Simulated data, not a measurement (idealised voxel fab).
Process module name: voxel self aligned contacts
cross-section cut | 200 nm wide | cells 5 nm
Notation: cross-section as square-cell grid; stated in bands, top first, going down; one or more cell rows per band. This entry defines a band. It first specifies the height of the band's top and the height of its bottom in nm, and then specifies the band's materials from left to right, stating each material with its width in nm. The word "all across" identifies a single material that fills the band from edge to edge, while the word "air" identifies empty space. Measure heights from 0. That's the level where, below it, the as-received wafer is all one material. The lowest band is bottomless and extends downward; write it as in "0 -> down". It should be noted that a width expressed as "30..40" varies in equal increments from row to row of cells within the band, taking the value of the first number at the top row and that of the second number at the bottom row. Step marked "nothing altered"? Then no cell in the cross-section changed in it. You'll see "Fully sealed cavities" listing empty spaces that have no way open to the top, as long as they're 8 cells or more; the notation is width x height at distance, where the distance is from the left edge, and all of it is in nm. Whatever follows a step's settings on its line is a remark the simulator itself makes about that step. overlay nm: on a step with a mask, how far right of its planned place the mask lay; negative means left.

The planned process steps are enumerated hereunder:
1,RECEIVE,material Si
2,CONFORMAL_DEP,material SiO2,thk nm 5
3,DIRECTIONAL_DEP,material polySi,thk nm 20
4,DIRECTIONAL_DEP,material SiN,thk nm 20
5,PATTERN,tone cover,mask id GATE,material resist,width nm 35,pitch nm 70,thk nm 20,overlay nm 0
6,DIRECTIONAL_ETCH,etch materials SiN,depth nm 20
7,DIRECTIONAL_ETCH,etch materials polySi,depth nm 20
8,STRIP,etch materials resist
9,CONFORMAL_DEP,material SiN,thk nm 5
10,DIRECTIONAL_ETCH,etch materials SiN,depth nm 5
11,FILL_DEP,material SiO2,thk nm 20
12,CMP,height nm 55
13,MASKED_ETCH,tone open,mask id CONTACT,width nm 55,etch materials SiO2,depth nm 55,overlay nm -15
14,CONFORMAL_DEP,material TiN,thk nm 5
15,FILL_DEP,material Ru,thk nm 5
16,CMP,height nm 55
17,CONFORMAL_DEP,material SiN,thk nm 5
What sets these wafers apart? The overlay nm at step 13. They all start alike, and the plan carries the first wafer's value.

Received wafers, first of several: cross-section after step 1:
> 0 -> down = Si all across
> Fully sealed cavities: none

Module finished, last step 17 done: cross-section of the first of several wafers:
> 60 -> 55 = SiN all across
> 55 -> 45 = SiO2: 55  TiN: 5..35  Ru: 45..15  TiN: 5  SiO2: 90
> 45 -> 25 = SiO2: 40  SiN: 45  TiN: 5  Ru: 15  TiN: 5  SiN: 45  SiO2: 45
> 25 -> 5 = SiO2: 40  SiN: 5  polySi: 35  SiN: 5  TiN: 5  Ru: 15  TiN: 5  SiN: 5  polySi: 35  SiN: 5  SiO2: 45
> 5 -> 0 = SiO2: 85  TiN: 25  SiO2: 90
> 0 -> down = Si all across
> Fully sealed cavities: none

Cross-section at module completion, last wafer:
> 60 -> 55 = SiN all across
> 55 -> 45 = SiO2: 85  TiN: 5  Ru: 45..15  TiN: 5..35  SiO2: 60
> 45 -> 25 = SiO2: 40  SiN: 45  TiN: 5  Ru: 15  TiN: 5  SiN: 45  SiO2: 45
> 25 -> 5 = SiO2: 40  SiN: 5  polySi: 35  SiN: 5  TiN: 5  Ru: 15  TiN: 5  SiN: 5  polySi: 35  SiN: 5  SiO2: 45
> 5 -> 0 = SiO2: 85  TiN: 25  SiO2: 90
> 0 -> down = Si all across
> Fully sealed cavities: none

The following table contains a row per wafer, in which are reported, at the conclusion of the module, the cells of each material gained (+) or lost (-) since the wafer's receipt, with its closed voids given thereafter:
overlay nm -15 | +36 Ru | +128 SiN | +229 SiO2 | +31 TiN | +56 polySi | Fully sealed cavities: none
overlay nm -10 | +36 Ru | +128 SiN | +229 SiO2 | +31 TiN | +56 polySi | Fully sealed cavities: none
overlay nm -5 | +36 Ru | +128 SiN | +229 SiO2 | +31 TiN | +56 polySi | Fully sealed cavities: none
overlay nm 0 | +36 Ru | +128 SiN | +229 SiO2 | +31 TiN | +56 polySi | Fully sealed cavities: none
overlay nm 5 | +36 Ru | +128 SiN | +229 SiO2 | +31 TiN | +56 polySi | Fully sealed cavities: none
overlay nm 10 | +36 Ru | +128 SiN | +229 SiO2 | +31 TiN | +56 polySi | Fully sealed cavities: none
overlay nm 15 | +36 Ru | +128 SiN | +229 SiO2 | +31 TiN | +56 polySi | Fully sealed cavities: none
